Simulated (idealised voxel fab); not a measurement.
Herein follows the process module entitled voxel tone inversion.
cross-section cut | 275 nm wide | cells 5 nm
Heads up, the way a cross-section reads in here is a grid of square cells, handed over as bands from the top down, with every band being one or more rows of cells. Look at the band entry: it leads with the top's height and the bottom's height in nm. Then it lists the materials left to right, with a width in nm for each. The word "all across" on a single material says that material fills the band edge to edge. The word "air" is empty space. Zero point of the height axis is 0; under it, received wafer = one material. Lowest band: continues down indefinitely, "0 and below". You'd read "30->40" like this: the band's top row of cells is as wide as the first number, its bottom row is as wide as the second, and going down, every row changes width by the same amount as the row before did. "remained the same" means the step left every cell of the cross-section as it was. Under "Voids lacking openings" you'll find the enclosed gaps, the ones with no way out to the top, that are 8 cells or bigger; each reads width x height at distance, with distance counted from the left edge, everything in nm. If you see something after the settings on a step's line, that's the simulator's own remark about that step. Among the settings permitted on a step's line is "overlay nm"; applied to a step with a mask, it specifies the extent to which the mask lay to the right of its planned position, whereas a negative figure signifies a position to the left.

Planned step list for the process
step 1: RECEIVE,material Si
step 2: CONFORMAL_DEP,material SiN,thk nm 5
step 3: DIRECTIONAL_DEP,material polySi,thk nm 20
step 4: PATTERN,tone cover,mask id POSTS,material resist,width nm 15,pitch nm 40,thk nm 25,overlay nm 0
step 5: DIRECTIONAL_ETCH,etch materials polySi,depth nm 20
step 6: STRIP,etch materials resist
step 7: FILL_DEP,material lowk,thk nm 5
step 8: CMP,height nm 25
step 9: STRIP,etch materials polySi
step 10: CONFORMAL_DEP,material TiN,thk nm 5
step 11: FILL_DEP,material Ru,thk nm 10
step 12: CMP,height nm 25
step 13: CONFORMAL_DEP,material SiCN,thk nm 5

Incoming wafer in cross-section (state: after step 1)
    0 and below  Si all across
    Voids lacking openings: none

Starting structure and process plan are as shown above, but one mistake was made in running the module; the wafer cross-section at the end of the module follows
    30 down to 25  SiCN all across
    25 down to 20  SiN all across
    20 down to 0  polySi all across
    0 and below  Si all across
    Voids lacking openings: none
What was done differently from what was planned? steps 2 and 3 of the plan were each performed in the slot designated for the other
